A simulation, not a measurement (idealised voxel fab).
Process module under the name voxel capacitor over wiring
150 nm wide, 5 nm square cells: that's cross-section cut.
Just so we're on the same page, the cross-sections are grids of square cells, and they're listed out in bands top to bottom, each band one or more rows deep. The entry gives the band's vertical extent as a top height and a bottom height in nm, then its horizontal make-up as materials from left to right, each with a width in nm. "blank" stands for empty space; a single material marked "edge to edge" fills the band edge to edge. All heights in this document are referenced to 0, defined as the level beneath which the wafer, as received, consists entirely of one material. The lowest band is not bounded below; it extends indefinitely downward and is written in the form "0 down". The two numbers in a width such as "30->40" mark its ends across the band: the first belongs to the top row of cells, the second to the bottom row, and from each row to the next the width moves by the same amount. When a step is marked "remained unchanged", none of the cells in the cross-section changed during that step. Each empty space that has no open way to the top and spans at least 8 cells appears under "Trapped void list" as width x height at distance, the distance counted from the left edge, all in nm. Post-settings text on a step line: simulator's own remark regarding the step. For masked steps, "overlay nm" on the step line gives how far right of plan the mask actually lay; a minus sign means it lay to the left.
Here's what the planned process steps look like:
1: RECEIVE,material Si
2: CONFORMAL_DEP,material SiO2,thk nm 15
3: CONFORMAL_DEP,material SiN,thk nm 5
4: DIRECTIONAL_DEP,material lowk,thk nm 20
5: PATTERN,tone open,mask id METAL_1,material resist,width nm 25,pitch nm 90,thk nm 20,overlay nm 0
6: DIRECTIONAL_ETCH,etch materials lowk,depth nm 20
7: DIRECTIONAL_ETCH,etch materials SiN,depth nm 5
8: STRIP,etch materials resist
9: CONFORMAL_DEP,material TiN,thk nm 5
10: FILL_DEP,material W,thk nm 5
11: CMP,height nm 40
12: CONFORMAL_DEP,material SiCN,thk nm 5
13: DIRECTIONAL_DEP,material lowk,thk nm 20
14: DIRECTIONAL_DEP,material aC,thk nm 15
15: PATTERN,tone open,mask id PLUG_1,material resist,width nm 15,thk nm 35,overlay nm 0
16: DIRECTIONAL_ETCH,etch materials aC,depth nm 15
17: STRIP,etch materials resist
18: DIRECTIONAL_ETCH,etch materials lowk,depth nm 20
19: DIRECTIONAL_ETCH,etch materials SiCN,depth nm 5
20: STRIP,etch materials aC
21: EPI,material Ru,thk nm 10
22: EPI,material Ru,thk nm 10
23: EPI,material Ru,thk nm 5
24: DIRECTIONAL_DEP,material TiN,thk nm 10
25: DIRECTIONAL_DEP,material Al2O3,thk nm 5
26: DIRECTIONAL_DEP,material TiN,thk nm 5
27: PATTERN,tone cover,mask id UPPER_PLATE,material resist,width nm 70,thk nm 20,overlay nm 0
28: DIRECTIONAL_ETCH,etch materials TiN,depth nm 5
29: DIRECTIONAL_ETCH,etch materials Al2O3,depth nm 5
30: STRIP,etch materials resist
31: DIRECTIONAL_DEP,material aC,thk nm 10
32: PATTERN,tone cover,mask id LOWER_PLATE,material resist,width nm 80,thk nm 25,overlay nm 0
33: DIRECTIONAL_ETCH,etch materials aC,depth nm 10
34: STRIP,etch materials resist
35: DIRECTIONAL_ETCH,etch materials TiN,depth nm 10
36: STRIP,etch materials aC
37: FILL_DEP,material SiO2,thk nm 20
38: CMP,height nm 100
39: DIRECTIONAL_DEP,material aC,thk nm 15
40: PATTERN,tone open,mask id PLUG_2,material resist,width nm 15,thk nm 30,overlay nm 0
41: DIRECTIONAL_ETCH,etch materials aC,depth nm 15
42: STRIP,etch materials resist
43: DIRECTIONAL_ETCH,etch materials SiO2,depth nm 15
44: STRIP,etch materials aC
45: CONFORMAL_DEP,material TiN,thk nm 5
46: FILL_DEP,material Cu,thk nm 10
47: CMP,height nm 100
48: CONFORMAL_DEP,material SiCN,thk nm 5
Here's what the wafer looked like in cross-section when it arrived - that's after step 1:
    0 down  Si edge to edge
    Trapped void list: none
The first of two wafers, cross-sectioned at the end of the module, with the run proceeding as planned:
    105 to 100  SiCN edge to edge
    100 to 90  35 of SiO2  5 of TiN  5 of Cu  5 of TiN  100 of SiO2
    90 to 80  35->25 of SiO2  15->70 of TiN  100->55 of SiO2
    80 to 75  25 of SiO2  70 of Al2O3  55 of SiO2
    75 to 65  20 of SiO2  80 of TiN  50 of SiO2
    65 to 45  25 of lowk  15 of Ru  110 of lowk
    45 to 40  25 of SiCN  15 of Ru  110 of SiCN
    40 to 20  15 of lowk  5 of TiN  15 of W  5 of TiN  65 of lowk  5 of TiN  15 of W  5 of TiN  20 of lowk
    20 to 15  15 of SiN  25 of TiN  65 of SiN  25 of TiN  20 of SiN
    15 to 0  SiO2 edge to edge
    0 down  Si edge to edge
    Trapped void list: none
Cross-sectional image of the second wafer of the two following completion of the module. Starting state and process plan were the same as for the first wafer; one execution error occurred:
    105 to 100  SiCN edge to edge
    100 to 90  35 of SiO2  5 of TiN  5 of Cu  5 of TiN  100 of SiO2
    90 to 80  35->25 of SiO2  15->70 of TiN  100->55 of SiO2
    80 to 75  25 of SiO2  70 of Al2O3  55 of SiO2
    75 to 65  20 of SiO2  80 of TiN  50 of SiO2
    65 to 45  25 of lowk  15 of Ru  110 of lowk
    45 to 40  25 of SiCN  15 of Ru  110 of SiCN
    40 to 35  15 of SiN  25 of TiN  65 of SiN  25 of TiN  20 of SiN
    35 to 15  lowk edge to edge
    15 to 0  SiO2 edge to edge
    0 down  Si edge to edge
    Trapped void list: none
Misprocessing identified: the executed order of steps 3 and 4 is the reverse of that specified in the plan, each step having taken the other's position
It is noted that, at the conclusion of processing, the second wafer exhibits a higher or lower cell count for certain materials relative to the first: TiN -16, W -24, lowk +40
